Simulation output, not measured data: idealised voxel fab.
The name of this process module is voxel transistor to metal.
The figure presents cross-section cut, which has a width of 215 nm and is divided into square cells with an edge length of 5 nm.
Cross-section format: a grid of square cells, given as bands from top to bottom; each band is one or more rows of cells. Read a band's entry like this: the first values are the height of its top and the height of its bottom in nm, and what follows is the sequence of materials from left to right, each with its width in nm. Note that "empty" is empty space, and that a single material marked "all across" reaches across the band from edge to edge. Heights are reckoned from 0. Under this level, the received wafer is all of one material. The bottommost band is open-ended downward, for example "0 -> down". Width: "30->40" (first number = top row, second number = bottom row, same change from row to row of cells). It should be understood that the words "no change", when stated for a given step, signify that the cross-section underwent no change in any of its cells during that step. Entry "Sealed internal voids". Content: empty spaces with no open connection to the top, size 8 cells or greater. Each: width x height at distance. Distance: from left edge. Unit: nm. after a step's settings: what the simulator itself notes on the step. "overlay nm" answers the question of how far to the right of plan the mask lay on a step that has a mask, and when it is negative the answer is to the left.

## These are the steps we planned for the process
| 1 | RECEIVE | material Si |
| 2 | OXIDIZE | depth nm 5 |
| 3 | CONFORMAL_DEP | material SiN | thk nm 15 |
| 4 | PATTERN | tone cover | mask id ACTIVE | material resist | width nm 100 | thk nm 20 | overlay nm 0 |
| 5 | DIRECTIONAL_ETCH | etch materials SiN | depth nm 15 |
| 6 | DIRECTIONAL_ETCH | etch materials SiO2 | depth nm 5 |
| 7 | DIRECTIONAL_ETCH | etch materials Si | depth nm 20 |
| 8 | STRIP | etch materials resist |
| 9 | FILL_DEP | material SiO2 | thk nm 15 |
| 10 | CMP | height nm 15 |
| 11 | SELECTIVE_ETCH | etch materials SiO2 | depth nm 10 |
| 12 | STRIP | etch materials SiN |
| 13 | SELECTIVE_ETCH | etch materials SiO2 | depth nm 5 |
| 14 | OXIDIZE | depth nm 5 |
| 15 | DIRECTIONAL_DEP | material polySi | thk nm 20 |
| 16 | DIRECTIONAL_DEP | material SiCN | thk nm 10 |
| 17 | PATTERN | tone cover | mask id GATE | material resist | width nm 20 | thk nm 15 | overlay nm 0 |
| 18 | DIRECTIONAL_ETCH | etch materials SiCN | depth nm 20 |
| 19 | DIRECTIONAL_ETCH | etch materials polySi | depth nm 30 |
| 20 | STRIP | etch materials resist |
| 21 | CONFORMAL_DEP | material SiN | thk nm 5 |
| 22 | DIRECTIONAL_ETCH | etch materials SiN | depth nm 5 |
| 23 | DIRECTIONAL_ETCH | etch materials SiO2 | depth nm 5 |
| 24 | DIRECTIONAL_ETCH | etch materials Si | depth nm 5 |
| 25 | EPI | material SiGe | thk nm 5 |
| 26 | FILL_DEP | material SiO2 | thk nm 10 |
| 27 | CMP | height nm 25 |
| 28 | DIRECTIONAL_DEP | material SiO2 | thk nm 15 |
| 29 | PATTERN | tone open | mask id CONTACT | material resist | width nm 30 | pitch nm 60 | thk nm 20 | overlay nm 0 |
| 30 | DIRECTIONAL_ETCH | etch materials SiO2 | depth nm 50 |
| 31 | STRIP | etch materials resist |
| 32 | CONFORMAL_DEP | material TiN | thk nm 5 |
| 33 | FILL_DEP | material W | thk nm 5 |
| 34 | CMP | height nm 40 |
| 35 | DIRECTIONAL_DEP | material TiN | thk nm 5 |
| 36 | DIRECTIONAL_DEP | material Ru | thk nm 20 |
| 37 | PATTERN | tone cover | mask id METAL_1 | material resist | width nm 15 | pitch nm 75 | thk nm 15 | overlay nm 0 |
| 38 | DIRECTIONAL_ETCH | etch materials Ru | depth nm 20 |
| 39 | DIRECTIONAL_ETCH | etch materials TiN | depth nm 5 |
| 40 | STRIP | etch materials resist |
| 41 | FILL_DEP | material lowk | thk nm 10 |
| 42 | CMP | height nm 65 |
| 43 | CONFORMAL_DEP | material SiN | thk nm 5 |

## The first of two wafers, run as planned

## as received, after step 1
* 0 -> down = Si all across
* Sealed internal voids: none

## The following cross-section depicts the wafer upon completion of step 2
* 0 -> -5 = SiO2 all across
* Beneath the level -5, the cross-section is identical to its previous state.

## The following cross-section depicts the wafer upon completion of step 3
* 15 -> 0 = SiN all across
* Beneath the level 0, the cross-section is identical to its previous state.

## The following cross-section depicts the wafer upon completion of step 4
* 35 -> 15 = empty=55, then resist=100, then empty=60
* Beneath the level 15, the cross-section is identical to its previous state.

## The following cross-section depicts the wafer upon completion of step 5
* 35 -> 15 = empty=55, then resist=100, then empty=60
* 15 -> 0 = empty=55, then SiN=100, then empty=60
* Beneath the level 0, the cross-section is identical to its previous state.

## The following cross-section depicts the wafer upon completion of step 6
* 35 -> 15 = empty=55, then resist=100, then empty=60
* 15 -> 0 = empty=55, then SiN=100, then empty=60
* 0 -> -5 = empty=55, then SiO2=100, then empty=60
* Beneath the level -5, the cross-section is identical to its previous state.

## The following cross-section depicts the wafer upon completion of step 7
* 35 -> 15 = empty=55, then resist=100, then empty=60
* 15 -> 0 = empty=55, then SiN=100, then empty=60
* 0 -> -5 = empty=55, then SiO2=100, then empty=60
* -5 -> -25 = empty=55, then Si=100, then empty=60
* Beneath the level -25, the cross-section is identical to its previous state.

## The following cross-section depicts the wafer upon completion of step 8
* 15 -> 0 = empty=55, then SiN=100, then empty=60
* Beneath the level 0, the cross-section is identical to its previous state.

## The following cross-section depicts the wafer upon completion of step 9
* 30 -> 15 = SiO2 all across
* 15 -> 0 = SiO2=55, then SiN=100, then SiO2=60
* 0 -> -5 = SiO2 all across
* -5 -> -25 = SiO2=55, then Si=100, then SiO2=60
* Beneath the level -25, the cross-section is identical to its previous state.

## The following cross-section depicts the wafer upon completion of step 10
* 15 -> 0 = SiO2=55, then SiN=100, then SiO2=60
* Beneath the level 0, the cross-section is identical to its previous state.

## The following cross-section depicts the wafer upon completion of step 11
* 15 -> 5 = empty=55, then SiN=100, then empty=60
* Beneath the level 5, the cross-section is identical to its previous state.

## The following cross-section depicts the wafer upon completion of step 12
* 5 -> 0 = SiO2=55, then empty=100, then SiO2=60
* Beneath the level 0, the cross-section is identical to its previous state.

## The following cross-section depicts the wafer upon completion of step 13
* 0 -> -5 = SiO2=50, then empty=110, then SiO2=55
* Beneath the level -5, the cross-section is identical to its previous state.

## The following cross-section depicts the wafer upon completion of step 14
* 0 -> -5 = SiO2=50, then empty=110, then SiO2=55
* -5 -> -10 = SiO2 all across
* Beneath the level -10, the cross-section is identical to its previous state.

## The following cross-section depicts the wafer upon completion of step 15
* 20 -> 15 = polySi=50, then empty=110, then polySi=55
* 15 -> 0 = polySi all across
* 0 -> -5 = SiO2=50, then polySi=110, then SiO2=55
* Beneath the level -5, the cross-section is identical to its previous state.

## The following cross-section depicts the wafer upon completion of step 16
* 30 -> 25 = SiCN=50, then empty=110, then SiCN=55
* 25 -> 20 = SiCN all across
* 20 -> 15 = polySi=50, then SiCN=110, then polySi=55
* Beneath the level 15, the cross-section is identical to its previous state.

## The following cross-section depicts the wafer upon completion of step 17
* 45 -> 30 = empty=95, then resist=20, then empty=100
* 30 -> 25 = SiCN=50, then empty=45, then resist=20, then empty=45, then SiCN=55
* Beneath the level 25, the cross-section is identical to its previous state.

## The following cross-section depicts the wafer upon completion of step 18
* 45 -> 25 = empty=95, then resist=20, then empty=100
* 25 -> 20 = empty=95, then SiCN=20, then empty=100
* 20 -> 15 = polySi=50, then empty=45, then SiCN=20, then empty=45, then polySi=55
* Beneath the level 15, the cross-section is identical to its previous state.

## The following cross-section depicts the wafer upon completion of step 19
* 45 -> 25 = empty=95, then resist=20, then empty=100
* 25 -> 15 = empty=95, then SiCN=20, then empty=100
* 15 -> 0 = empty=95, then polySi=20, then empty=100
* 0 -> -5 = SiO2=50, then empty=45, then polySi=20, then empty=45, then SiO2=55
* Beneath the level -5, the cross-section is identical to its previous state.

## The following cross-section depicts the wafer upon completion of step 20
* 25 -> 15 = empty=95, then SiCN=20, then empty=100
* Beneath the level 15, the cross-section is identical to its previous state.

## The following cross-section depicts the wafer upon completion of step 21
* 30 -> 25 = empty=90, then SiN=30, then empty=95
* 25 -> 15 = empty=90, then SiN=5, then SiCN=20, then SiN=5, then empty=95
* 15 -> 5 = empty=90, then SiN=5, then polySi=20, then SiN=5, then empty=95
* 5 -> 0 = SiN=55, then empty=35, then SiN=5, then polySi=20, then SiN=5, then empty=35, then SiN=60
* 0 -> -5 = SiO2=50, then SiN=45, then polySi=20, then SiN=45, then SiO2=55
* Beneath the level -5, the cross-section is identical to its previous state.

## The following cross-section depicts the wafer upon completion of step 22
* 25 -> 15 = empty=90, then SiN=5, then SiCN=20, then SiN=5, then empty=95
* 15 -> 0 = empty=90, then SiN=5, then polySi=20, then SiN=5, then empty=95
* 0 -> -5 = SiO2=50, then SiN=5, then empty=35, then SiN=5, then polySi=20, then SiN=5, then empty=35, then SiN=5, then SiO2=55
* Beneath the level -5, the cross-section is identical to its previous state.

## The following cross-section depicts the wafer upon completion of step 23
* 25 -> 15 = empty=90, then SiN=5, then SiCN=20, then SiN=5, then empty=95
* 15 -> 0 = empty=90, then SiN=5, then polySi=20, then SiN=5, then empty=95
* 0 -> -5 = empty=50, then SiN=5, then empty=35, then SiN=5, then polySi=20, then SiN=5, then empty=35, then SiN=5, then empty=55
* -5 -> -10 = SiO2=55, then empty=35, then SiO2=30, then empty=35, then SiO2=60
* Beneath the level -10, the cross-section is identical to its previous state.

## The following cross-section depicts the wafer upon completion of step 24
* 25 -> 15 = empty=90, then SiN=5, then SiCN=20, then SiN=5, then empty=95
* 15 -> 0 = empty=90, then SiN=5, then polySi=20, then SiN=5, then empty=95
* 0 -> -5 = empty=50, then SiN=5, then empty=35, then SiN=5, then polySi=20, then SiN=5, then empty=35, then SiN=5, then empty=55
* -5 -> -10 = SiO2=55, then empty=35, then SiO2=30, then empty=35, then SiO2=60
* -10 -> -15 = SiO2=55, then empty=35, then Si=30, then empty=35, then SiO2=60
* Beneath the level -15, the cross-section is identical to its previous state.

## The following cross-section depicts the wafer upon completion of step 25
* 25 -> 15 = empty=90, then SiN=5, then SiCN=20, then SiN=5, then empty=95
* 15 -> 0 = empty=90, then SiN=5, then polySi=20, then SiN=5, then empty=95
* 0 -> -5 = empty=50, then SiN=5, then empty=35, then SiN=5, then polySi=20, then SiN=5, then empty=35, then SiN=5, then empty=55
* -5 -> -10 = SiO2=55, then empty=30, then SiGe=5, then SiO2=30, then SiGe=5, then empty=30, then SiO2=60
* -10 -> -15 = SiO2=55, then SiGe=35, then Si=30, then SiGe=35, then SiO2=60
* Beneath the level -15, the cross-section is identical to its previous state.

## The following cross-section depicts the wafer upon completion of step 26
* 35 -> 25 = SiO2 all across
* 25 -> 15 = SiO2=90, then SiN=5, then SiCN=20, then SiN=5, then SiO2=95
* 15 -> 0 = SiO2=90, then SiN=5, then polySi=20, then SiN=5, then SiO2=95
* 0 -> -5 = SiO2=50, then SiN=5, then SiO2=35, then SiN=5, then polySi=20, then SiN=5, then SiO2=35, then SiN=5, then SiO2=55
* -5 -> -10 = SiO2=85, then SiGe=5, then SiO2=30, then SiGe=5, then SiO2=90
* Beneath the level -10, the cross-section is identical to its previous state.

## The following cross-section depicts the wafer upon completion of step 27
* 25 -> 15 = SiO2=90, then SiN=5, then SiCN=20, then SiN=5, then SiO2=95
* Beneath the level 15, the cross-section is identical to its previous state.

## The following cross-section depicts the wafer upon completion of step 28
* 40 -> 25 = SiO2 all across
* Beneath the level 25, the cross-section is identical to its previous state.

## The following cross-section depicts the wafer upon completion of step 29
* 60 -> 40 = resist=60, then empty=30, then resist=30, then empty=30, then resist=65
* Beneath the level 40, the cross-section is identical to its previous state.

## The following cross-section depicts the wafer upon completion of step 30
* 60 -> 40 = resist=60, then empty=30, then resist=30, then empty=30, then resist=65
* 40 -> 25 = SiO2=60, then empty=30, then SiO2=30, then empty=30, then SiO2=65
* 25 -> 15 = SiO2=60, then empty=30, then SiN=5, then SiCN=20, then SiN=5, then empty=30, then SiO2=65
* 15 -> 0 = SiO2=60, then empty=30, then SiN=5, then polySi=20, then SiN=5, then empty=30, then SiO2=65
* 0 -> -5 = SiO2=50, then SiN=5, then SiO2=5, then empty=30, then SiN=5, then polySi=20, then SiN=5, then empty=30, then SiO2=5, then SiN=5, then SiO2=55
* -5 -> -10 = SiO2=60, then empty=25, then SiGe=5, then SiO2=30, then SiGe=5, then empty=25, then SiO2=65
* Beneath the level -10, the cross-section is identical to its previous state.

## The following cross-section depicts the wafer upon completion of step 31
* 40 -> 25 = SiO2=60, then empty=30, then SiO2=30, then empty=30, then SiO2=65
* Beneath the level 25, the cross-section is identical to its previous state.

## The following cross-section depicts the wafer upon completion of step 32
* 45 -> 40 = TiN=65, then empty=20, then TiN=40, then empty=20, then TiN=70
* 40 -> 25 = SiO2=60, then TiN=5, then empty=20, then TiN=5, then SiO2=30, then TiN=5, then empty=20, then TiN=5, then SiO2=65
* 25 -> 15 = SiO2=60, then TiN=5, then empty=20, then TiN=5, then SiN=5, then SiCN=20, then SiN=5, then TiN=5, then empty=20, then TiN=5, then SiO2=65
* 15 -> 0 = SiO2=60, then TiN=5, then empty=20, then TiN=5, then SiN=5, then polySi=20, then SiN=5, then TiN=5, then empty=20, then TiN=5, then SiO2=65
* 0 -> -5 = SiO2=50, then SiN=5, then SiO2=5, then TiN=5, then empty=15, then TiN=10, then SiN=5, then polySi=20, then SiN=5, then TiN=10, then empty=15, then TiN=5, then SiO2=5, then SiN=5, then SiO2=55
* -5 -> -10 = SiO2=60, then TiN=25, then SiGe=5, then SiO2=30, then SiGe=5, then TiN=25, then SiO2=65
* Beneath the level -10, the cross-section is identical to its previous state.

## The following cross-section depicts the wafer upon completion of step 33
* 50 -> 45 = W all across
* 45 -> 40 = TiN=65, then W=20, then TiN=40, then W=20, then TiN=70
* 40 -> 25 = SiO2=60, then TiN=5, then W=20, then TiN=5, then SiO2=30, then TiN=5, then W=20, then TiN=5, then SiO2=65
* 25 -> 15 = SiO2=60, then TiN=5, then W=20, then TiN=5, then SiN=5, then SiCN=20, then SiN=5, then TiN=5, then W=20, then TiN=5, then SiO2=65
* 15 -> 0 = SiO2=60, then TiN=5, then W=20, then TiN=5, then SiN=5, then polySi=20, then SiN=5, then TiN=5, then W=20, then TiN=5, then SiO2=65
* 0 -> -5 = SiO2=50, then SiN=5, then SiO2=5, then TiN=5, then W=15, then TiN=10, then SiN=5, then polySi=20, then SiN=5, then TiN=10, then W=15, then TiN=5, then SiO2=5, then SiN=5, then SiO2=55
* Beneath the level -5, the cross-section is identical to its previous state.

## The following cross-section depicts the wafer upon completion of step 34
* 40 -> 25 = SiO2=60, then TiN=5, then W=20, then TiN=5, then SiO2=30, then TiN=5, then W=20, then TiN=5, then SiO2=65
* Beneath the level 25, the cross-section is identical to its previous state.

## The following cross-section depicts the wafer upon completion of step 35
* 45 -> 40 = TiN all across
* Beneath the level 40, the cross-section is identical to its previous state.

## The following cross-section depicts the wafer upon completion of step 36
* 65 -> 45 = Ru all across
* Beneath the level 45, the cross-section is identical to its previous state.

## The following cross-section depicts the wafer upon completion of step 37
* 80 -> 65 = empty=60, then resist=15, then empty=60, then resist=15, then empty=65
* Beneath the level 65, the cross-section is identical to its previous state.

## The following cross-section depicts the wafer upon completion of step 38
* 80 -> 65 = empty=60, then resist=15, then empty=60, then resist=15, then empty=65
* 65 -> 45 = empty=60, then Ru=15, then empty=60, then Ru=15, then empty=65
* Beneath the level 45, the cross-section is identical to its previous state.

## The following cross-section depicts the wafer upon completion of step 39
* 80 -> 65 = empty=60, then resist=15, then empty=60, then resist=15, then empty=65
* 65 -> 45 = empty=60, then Ru=15, then empty=60, then Ru=15, then empty=65
* 45 -> 40 = empty=60, then TiN=15, then empty=60, then TiN=15, then empty=65
* Beneath the level 40, the cross-section is identical to its previous state.

## The following cross-section depicts the wafer upon completion of step 40
* 65 -> 45 = empty=60, then Ru=15, then empty=60, then Ru=15, then empty=65
* Beneath the level 45, the cross-section is identical to its previous state.

## The following cross-section depicts the wafer upon completion of step 41
* 75 -> 65 = lowk all across
* 65 -> 45 = lowk=60, then Ru=15, then lowk=60, then Ru=15, then lowk=65
* 45 -> 40 = lowk=60, then TiN=15, then lowk=60, then TiN=15, then lowk=65
* Beneath the level 40, the cross-section is identical to its previous state.

## The following cross-section depicts the wafer upon completion of step 42
* 65 -> 45 = lowk=60, then Ru=15, then lowk=60, then Ru=15, then lowk=65
* Beneath the level 45, the cross-section is identical to its previous state.

## The following cross-section depicts the wafer upon completion of step 43
* 70 -> 65 = SiN all across
* Beneath the level 65, the cross-section is identical to its previous state.

## Wafer two. Identical start, identical plan. One mistake in execution. Identical history through step 36

## Cross-section of the second wafer when, according to plan, step 37 should have finished
* 80 -> 65 = empty=55, then resist=15, then empty=60, then resist=15, then empty=70
* Beneath the level 65, the cross-section is identical to its previous state.

## Cross-section of the second wafer when, according to plan, step 38 should have finished
* 80 -> 65 = empty=55, then resist=15, then empty=60, then resist=15, then empty=70
* 65 -> 45 = empty=55, then Ru=15, then empty=60, then Ru=15, then empty=70
* Beneath the level 45, the cross-section is identical to its previous state.

## Cross-section of the second wafer when, according to plan, step 39 should have finished
* 80 -> 65 = empty=55, then resist=15, then empty=60, then resist=15, then empty=70
* 65 -> 45 = empty=55, then Ru=15, then empty=60, then Ru=15, then empty=70
* 45 -> 40 = empty=55, then TiN=15, then empty=60, then TiN=15, then empty=70
* Beneath the level 40, the cross-section is identical to its previous state.

## Cross-section of the second wafer when, according to plan, step 40 should have finished
* 65 -> 45 = empty=55, then Ru=15, then empty=60, then Ru=15, then empty=70
* Beneath the level 45, the cross-section is identical to its previous state.

## Cross-section of the second wafer when, according to plan, step 41 should have finished
* 75 -> 65 = lowk all across
* 65 -> 45 = lowk=55, then Ru=15, then lowk=60, then Ru=15, then lowk=70
* 45 -> 40 = lowk=55, then TiN=15, then lowk=60, then TiN=15, then lowk=70
* Beneath the level 40, the cross-section is identical to its previous state.

## Cross-section of the second wafer when, according to plan, step 42 should have finished
* 65 -> 45 = lowk=55, then Ru=15, then lowk=60, then Ru=15, then lowk=70
* Beneath the level 45, the cross-section is identical to its previous state.

## Cross-section of the second wafer when, according to plan, step 43 should have finished
* 70 -> 65 = SiN all across
* Beneath the level 65, the cross-section is identical to its previous state.
So what did we get wrong on this run? step 37 ran as: PATTERN | tone cover | mask id METAL_1 | material resist | width nm 15 | pitch nm 75 | thk nm 15 | overlay nm -5
Cell counts per material: same on both final wafers. Positions: different.
